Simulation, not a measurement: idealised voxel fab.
This section sets out a process module, namely voxel capacitor over wiring.
We display cut, a cross-section 300 nm in width whose square cells are each 5 nm.
For the purposes of this document, a cross-section shall be understood as a grid of square cells, specified as bands listed in top-to-bottom order, each band consisting of one or more rows of cells. Read a band's entry like this: the first values are the height of its top and the height of its bottom in nm, and what follows is the sequence of materials from left to right, each with its width in nm. Note that "blank" is empty space, and that a single material marked "all across" reaches across the band from edge to edge. Height is counted from the level 0, under which the received wafer is composed throughout of one material. The lowest of the bands is not closed at the bottom but continues downward, in the notation "z 0 and below". The width entry "30->40" should be interpreted row by row: the top row of cells in the band takes the first number, the bottom row takes the second number, and the change between adjacent rows is uniform throughout. Where a step carries "nothing altered", the cross-section came out of it unchanged, cell for cell. In the "Sealed void inventory" entry, you get each enclosed empty space of 8 cells or more, one with no open way to the top, written width x height at distance, distance from the left edge, in nm. Step line, after settings: the simulator's comment on this step. A step's line can hold "overlay nm"; with a mask on that step, the setting says how far right of the planned place the mask lay, while a negative setting says it lay to the left.
# Planned step list for the process
1: op RECEIVE | material Si
2: op CONFORMAL_DEP | material SiO2 | thk nm 15
3: op DIRECTIONAL_DEP | material TiN | thk nm 5
4: op DIRECTIONAL_DEP | material Ru | thk nm 15
5: op DIRECTIONAL_DEP | material aC | thk nm 10
6: op PATTERN | tone cover | mask id METAL_1 | material resist | width nm 25 | pitch nm 80 | thk nm 25 | overlay nm 0
7: op DIRECTIONAL_ETCH | etch materials aC | depth nm 10
8: op STRIP | etch materials resist
9: op DIRECTIONAL_ETCH | etch materials Ru | depth nm 15
10: op DIRECTIONAL_ETCH | etch materials TiN | depth nm 5
11: op STRIP | etch materials aC
12: op FILL_DEP | material SiO2 | thk nm 10
13: op CMP | height nm 35
14: op CONFORMAL_DEP | material SiCN | thk nm 5
15: op DIRECTIONAL_DEP | material SiO2 | thk nm 20
16: op MASKED_ETCH | tone open | mask id PLUG_1 | width nm 15 | etch materials SiO2 | depth nm 20 | overlay nm 0
17: op MASKED_ETCH | tone open | mask id PLUG_1 | width nm 15 | etch materials SiCN | depth nm 5 | overlay nm -15
18: op CONFORMAL_DEP | material TiN | thk nm 5
19: op FILL_DEP | material Ru | thk nm 5
20: op CMP | height nm 60
21: op DIRECTIONAL_DEP | material TiN | thk nm 10
22: op DIRECTIONAL_DEP | material Al2O3 | thk nm 5
23: op DIRECTIONAL_DEP | material TiN | thk nm 5
24: op MASKED_ETCH | tone cover | mask id UPPER_PLATE | width nm 60 | etch materials TiN | depth nm 5 | overlay nm 0
25: op MASKED_ETCH | tone cover | mask id UPPER_PLATE | width nm 60 | etch materials Al2O3 | depth nm 5 | overlay nm 0
26: op MASKED_ETCH | tone cover | mask id LOWER_PLATE | width nm 70 | etch materials TiN | depth nm 10 | overlay nm 0
27: op FILL_DEP | material SiO2 | thk nm 15
28: op CMP | height nm 90
29: op DIRECTIONAL_DEP | material aC | thk nm 15
30: op PATTERN | tone open | mask id PLUG_2 | material resist | width nm 15 | thk nm 35 | overlay nm 0
31: op DIRECTIONAL_ETCH | etch materials aC | depth nm 15
32: op STRIP | etch materials resist
33: op DIRECTIONAL_ETCH | etch materials SiO2 | depth nm 10
34: op STRIP | etch materials aC
35: op CONFORMAL_DEP | material TiN | thk nm 5
36: op FILL_DEP | material Ru | thk nm 5
37: op CMP | height nm 90
38: op CONFORMAL_DEP | material SiN | thk nm 5
Where the wafers of this document differ is in the overlay nm of step 17; they start out the same, and the plan states the value that applied to the first wafer.
# Here's the first of the wafers in cross-section, just as we got it, i.e. after step 1
- z 0 and below  Si all across
- Sealed void inventory: none
# So in this table every wafer gets its own row, and what you see is where it stands at the end of the module: for each material, how many cells it picked up (+) or gave up (-) since we received it, and after that its closed voids
overlay nm -15 | +12 Al2O3 | +34 Ru | +60 SiCN | +60 SiN | +910 SiO2 | +64 TiN | Sealed void inventory: none
overlay nm -10 | +12 Al2O3 | +34 Ru | +59 SiCN | +60 SiN | +910 SiO2 | +65 TiN | Sealed void inventory: none
overlay nm -5 | +12 Al2O3 | +34 Ru | +58 SiCN | +60 SiN | +910 SiO2 | +66 TiN | Sealed void inventory: none
overlay nm 0 | +12 Al2O3 | +35 Ru | +57 SiCN | +60 SiN | +910 SiO2 | +66 TiN | Sealed void inventory: none
overlay nm 5 | +12 Al2O3 | +34 Ru | +58 SiCN | +60 SiN | +910 SiO2 | +66 TiN | Sealed void inventory: none
overlay nm 10 | +12 Al2O3 | +34 Ru | +59 SiCN | +60 SiN | +910 SiO2 | +65 TiN | Sealed void inventory: none
overlay nm 15 | +12 Al2O3 | +34 Ru | +60 SiCN | +60 SiN | +910 SiO2 | +64 TiN | Sealed void inventory: none
